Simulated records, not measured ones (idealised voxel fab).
process module | voxel spacer lines
cross-section cut | 240 nm wide | cells 5 nm
A cross-section is a grid of square cells, given in bands from the top down. A band is one or more rows of cells.
Each band's line starts with the height of the band's top and of its bottom, in nm. Then come its materials from left to right, each with its width in nm. One material with "throughout" fills the band from edge to edge. "air" is empty space.
Height 0 is the level under which the wafer as received is all one material. The lowest band goes on downwards, as in "0 down".
A width such as "30 to 40" changes by the same amount from each row of cells to the next, from the band's top row to its bottom row.
"no change" after a step means that no cell of the cross-section changed.
closed voids: empty space of 8 cells or more with no open way to the top, each as width x height at its distance from the left edge, in nm
after a step's settings: what the simulator itself notes on the step
overlay nm, on a step with a mask: how far to the right of its planned place the mask lay; to the left if negative
plan
1 op RECEIVE | material Si
2 op CONFORMAL_DEP | material Al2O3 | thk nm 10
3 op DIRECTIONAL_DEP | material polySi | thk nm 15
4 op DIRECTIONAL_DEP | material aC | thk nm 25
5 op PATTERN | tone cover | mask id MANDREL | material resist | width nm 25 | pitch nm 70 | thk nm 30 | overlay nm 0
6 op DIRECTIONAL_ETCH | etch materials aC | depth nm 25
7 op STRIP | etch materials resist
8 op CONFORMAL_DEP | material SiN | thk nm 10
9 op DIRECTIONAL_ETCH | etch materials SiN | depth nm 10
10 op STRIP | etch materials aC
11 op DIRECTIONAL_ETCH | etch materials polySi | depth nm 5
12 op STRIP | etch materials SiN
varied across the wafers: depth nm of step 11. The plan shows the first wafer's value. All wafers start alike
first wafer as received, after step 1
  0 down: Si throughout
  closed voids: none
first wafer at the end, after step 12
  25 to 20: air 60 | polySi 10 | air 25 | polySi 10 | air 25 | polySi 10 | air 25 | polySi 10 | air 65
  20 to 10: polySi throughout
  10 to 0: Al2O3 throughout
  0 down: Si throughout
  closed voids: none
last wafer at the end
  25 to 10: air 60 | polySi 10 | air 25 | polySi 10 | air 25 | polySi 10 | air 25 | polySi 10 | air 65
  10 to 0: Al2O3 throughout
  0 down: Si throughout
  closed voids: none
each wafer at the end: cells of each material gained (+) or lost (-) since it was received, then its closed voids
depth nm 5 | +96 Al2O3 | +104 polySi | closed voids: none
depth nm 10 | +96 Al2O3 | +64 polySi | closed voids: none
depth nm 15 | +96 Al2O3 | +24 polySi | closed voids: none
depth nm 20 | +96 Al2O3 | +24 polySi | closed voids: none
depth nm 25 | +96 Al2O3 | +24 polySi | closed voids: none
depth nm 30 | +96 Al2O3 | +24 polySi | closed voids: none
